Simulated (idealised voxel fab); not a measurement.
The following is a process module called voxel transistor to metal.
Cross-section cut: width 285 nm, square cells of 5 nm.
When this document writes out a cross-section, it uses a grid of square cells and lists it as bands, beginning at the top and moving down, with a band standing for one or more rows of cells. Look at the band entry: it leads with the top's height and the bottom's height in nm. Then it lists the materials left to right, with a width in nm for each. The word "edge to edge" on a single material says that material fills the band edge to edge. The word "empty" is empty space. Counting heights begins at 0, where everything beneath is, in the wafer as received, one material. The lowest band has no bottom; it goes on downwards, as "top 0, no bottom" shows. The expression "30..40" gives the width at the extremes of the band, the first number at its top row of cells and the second at its bottom row, with the width changing by equal amounts from each row to the next in between. Reading "remained unchanged" for a step: not a cell of the cross-section changed in it. "Voids, sealed" - sealed voids, min. 8 cells, no opening to top; format: width x height at distance (distance from left edge; nm throughout). The remark found on a step's line after its settings is issued by the simulator itself and pertains to that step. If you see "overlay nm" on a step's line and that step has a mask, it's telling you how far right of where it was planned the mask ended up; a negative number means it went left instead.

Plan:
| 1 | RECEIVE with material Si |
| 2 | OXIDIZE with depth nm 5 |
| 3 | CONFORMAL_DEP with material SiN, thk nm 10 |
| 4 | DIRECTIONAL_DEP with material aC, thk nm 10 |
| 5 | PATTERN with tone cover, mask id ACTIVE, material resist, width nm 115, pitch nm 135, thk nm 30, overlay nm 0 |
| 6 | DIRECTIONAL_ETCH with etch materials aC, depth nm 10 |
| 7 | STRIP with etch materials resist |
| 8 | DIRECTIONAL_ETCH with etch materials SiN, depth nm 10 |
| 9 | DIRECTIONAL_ETCH with etch materials SiO2, depth nm 5 |
| 10 | DIRECTIONAL_ETCH with etch materials Si, depth nm 35 |
| 11 | STRIP with etch materials aC |
| 12 | OXIDIZE with depth nm 5 |
| 13 | FILL_DEP with material SiO2, thk nm 10 |
| 14 | CMP with height nm 10 |
| 15 | SELECTIVE_ETCH with etch materials SiO2, depth nm 5 |
| 16 | STRIP with etch materials SiN |
| 17 | SELECTIVE_ETCH with etch materials SiO2, depth nm 5 |
| 18 | OXIDIZE with depth nm 5 |
| 19 | DIRECTIONAL_DEP with material polySi, thk nm 20 |
| 20 | DIRECTIONAL_DEP with material SiCN, thk nm 10 |
| 21 | MASKED_ETCH with tone cover, mask id GATE, width nm 35, pitch nm 135, etch materials SiCN, depth nm 20, overlay nm 0 |
| 22 | MASKED_ETCH with tone cover, mask id GATE, width nm 35, pitch nm 135, etch materials polySi, depth nm 30, overlay nm 0 |
| 23 | CONFORMAL_DEP with material SiN, thk nm 10 |
| 24 | DIRECTIONAL_ETCH with etch materials SiN, depth nm 10 |
| 25 | DIRECTIONAL_ETCH with etch materials SiO2, depth nm 5 |
| 26 | EPI with material SiGe, thk nm 5 |
| 27 | FILL_DEP with material SiO2, thk nm 5 |
| 28 | CMP with height nm 15 |
| 29 | STRIP with etch materials polySi |
| 30 | SELECTIVE_ETCH with etch materials SiO2, depth nm 5 |
| 31 | CONFORMAL_DEP with material HfO2, thk nm 5 |
| 32 | CONFORMAL_DEP with material TiN, thk nm 5 |
| 33 | FILL_DEP with material W, thk nm 5 |
| 34 | CMP with height nm 10 |
| 35 | DIRECTIONAL_DEP with material SiO2, thk nm 10 |
| 36 | DIRECTIONAL_DEP with material aC, thk nm 15 |
| 37 | PATTERN with tone open, mask id CONTACT, material resist, width nm 15, thk nm 30, overlay nm 0 |
| 38 | DIRECTIONAL_ETCH with etch materials aC, depth nm 15 |
| 39 | STRIP with etch materials resist |
| 40 | DIRECTIONAL_ETCH with etch materials SiO2, depth nm 25 |
| 41 | STRIP with etch materials aC |
| 42 | CONFORMAL_DEP with material TiN, thk nm 5 |
| 43 | FILL_DEP with material W, thk nm 10 |
| 44 | CMP with height nm 20 |
| 45 | CONFORMAL_DEP with material SiN, thk nm 5 |
| 46 | DIRECTIONAL_DEP with material lowk, thk nm 20 |
| 47 | PATTERN with tone open, mask id METAL_1, material resist, width nm 15, thk nm 15, overlay nm 0 |
| 48 | DIRECTIONAL_ETCH with etch materials lowk, depth nm 20 |
| 49 | DIRECTIONAL_ETCH with etch materials SiN, depth nm 5 |
| 50 | STRIP with etch materials resist |
| 51 | CONFORMAL_DEP with material TiN, thk nm 5 |
| 52 | FILL_DEP with material Cu, thk nm 5 |
| 53 | CMP with height nm 45 |
| 54 | EPI with material Ru, thk nm 5 |
| 55 | FILL_DEP with material SiCN, thk nm 5 |

Shown in cross-section is the wafer as received, that is, as it stands after step 1:
    top 0, no bottom  Si edge to edge
    Voids, sealed: none

The first of the two wafers as seen in cross-section once the module was finished; processing followed the plan:
    top 55, bottom 50  SiCN edge to edge
    top 50, bottom 45  SiCN 20, then Ru 25, then SiCN 55, then Ru 25, then SiCN 30, then Ru 25, then SiCN 55, then Ru 25, then SiCN 25
    top 45, bottom 25  lowk 25, then TiN 5, then Cu 5, then TiN 5, then lowk 65, then TiN 5, then Cu 5, then TiN 5, then lowk 40, then TiN 5, then Cu 5, then TiN 5, then lowk 65, then TiN 5, then Cu 5, then TiN 5, then lowk 30
    top 25, bottom 20  SiN 25, then TiN 15, then SiN 65, then TiN 15, then SiN 40, then TiN 15, then SiN 65, then TiN 15, then SiN 30
    top 20, bottom 10  SiO2 25, then TiN 5, then W 5, then TiN 5, then SiO2 65, then TiN 5, then W 5, then TiN 5, then SiO2 40, then TiN 5, then W 5, then TiN 5, then SiO2 65, then TiN 5, then W 5, then TiN 5, then SiO2 30
    top 10, bottom 0  SiO2 25, then TiN 5, then W 5, then TiN 5, then SiO2 5, then SiN 10, then HfO2 5, then TiN 5, then W 15, then TiN 5, then HfO2 5, then SiN 10, then SiO2 5, then TiN 5, then W 5, then TiN 5, then SiO2 40, then TiN 5, then W 5, then TiN 5, then SiO2 5, then SiN 10, then HfO2 5, then TiN 5, then W 15, then TiN 5, then HfO2 5, then SiN 10, then SiO2 5, then TiN 5, then W 5, then TiN 5, then SiO2 30
    top 0, bottom -5  SiO2 10, then SiN 10, then SiO2 5, then TiN 15, then SiO2 5, then SiN 10, then HfO2 5, then TiN 25, then HfO2 5, then SiN 10, then SiO2 5, then TiN 15, then SiO2 5, then SiN 10, then SiO2 10, then SiN 10, then SiO2 5, then TiN 15, then SiO2 5, then SiN 10, then HfO2 5, then TiN 25, then HfO2 5, then SiN 10, then SiO2 5, then TiN 15, then SiO2 5, then SiN 10, then SiO2 15
    top -5, bottom -10  SiO2 20, then SiGe 25, then SiO2 5, then HfO2 45, then SiO2 5, then SiGe 25, then SiO2 30, then SiGe 25, then SiO2 5, then HfO2 45, then SiO2 5, then SiGe 25, then SiO2 25
    top -10, bottom -45  SiO2 20, then Si 105, then SiO2 30, then Si 105, then SiO2 25
    top -45, no bottom  Si edge to edge
    Voids, sealed: none

Module end: cross-section of wafer two of two. Same start and process plan as the first wafer. One mistake during execution:
    top 55, bottom 50  SiCN edge to edge
    top 50, bottom 45  SiCN 20, then Ru 25, then SiCN 55, then Ru 25, then SiCN 30, then Ru 25, then SiCN 55, then Ru 25, then SiCN 25
    top 45, bottom 25  lowk 25, then TiN 5, then Cu 5, then TiN 5, then lowk 65, then TiN 5, then Cu 5, then TiN 5, then lowk 40, then TiN 5, then Cu 5, then TiN 5, then lowk 65, then TiN 5, then Cu 5, then TiN 5, then lowk 30
    top 25, bottom 20  SiN 25, then TiN 15, then SiN 65, then TiN 15, then SiN 40, then TiN 15, then SiN 65, then TiN 15, then SiN 30
    top 20, bottom 10  SiO2 20, then TiN 5, then W 15, then TiN 5, then SiO2 55, then TiN 5, then W 15, then TiN 5, then SiO2 30, then TiN 5, then W 15, then TiN 5, then SiO2 55, then TiN 5, then W 15, then TiN 5, then SiO2 25
    top 10, bottom 0  SiO2 20, then TiN 5, then W 15, then TiN 5, then SiN 10, then HfO2 5, then TiN 5, then W 15, then TiN 5, then HfO2 5, then SiN 10, then TiN 5, then W 15, then TiN 5, then SiO2 30, then TiN 5, then W 15, then TiN 5, then SiN 10, then HfO2 5, then TiN 5, then W 15, then TiN 5, then HfO2 5, then SiN 10, then TiN 5, then W 15, then TiN 5, then SiO2 25
    top 0, bottom -5  SiO2 10, then SiN 10, then TiN 25, then SiN 10, then HfO2 5, then TiN 25, then HfO2 5, then SiN 10, then TiN 25, then SiN 10, then SiO2 10, then SiN 10, then TiN 25, then SiN 10, then HfO2 5, then TiN 25, then HfO2 5, then SiN 10, then TiN 25, then SiN 10, then SiO2 15
    top -5, bottom -10  SiO2 20, then SiGe 25, then SiO2 5, then HfO2 45, then SiO2 5, then SiGe 25, then SiO2 30, then SiGe 25, then SiO2 5, then HfO2 45, then SiO2 5, then SiGe 25, then SiO2 25
    top -10, bottom -45  SiO2 20, then Si 105, then SiO2 30, then Si 105, then SiO2 25
    top -45, no bottom  Si edge to edge
    Voids, sealed: none
What was the processing mistake? step 37 was not run as planned; what actually ran was PATTERN with tone open, mask id CONTACT, material resist, width nm 25, thk nm 30, overlay nm 0
Final wafer comparison in cells, second versus first, more or fewer per material: SiO2: 40 fewer, TiN: 8 more, W: 32 more
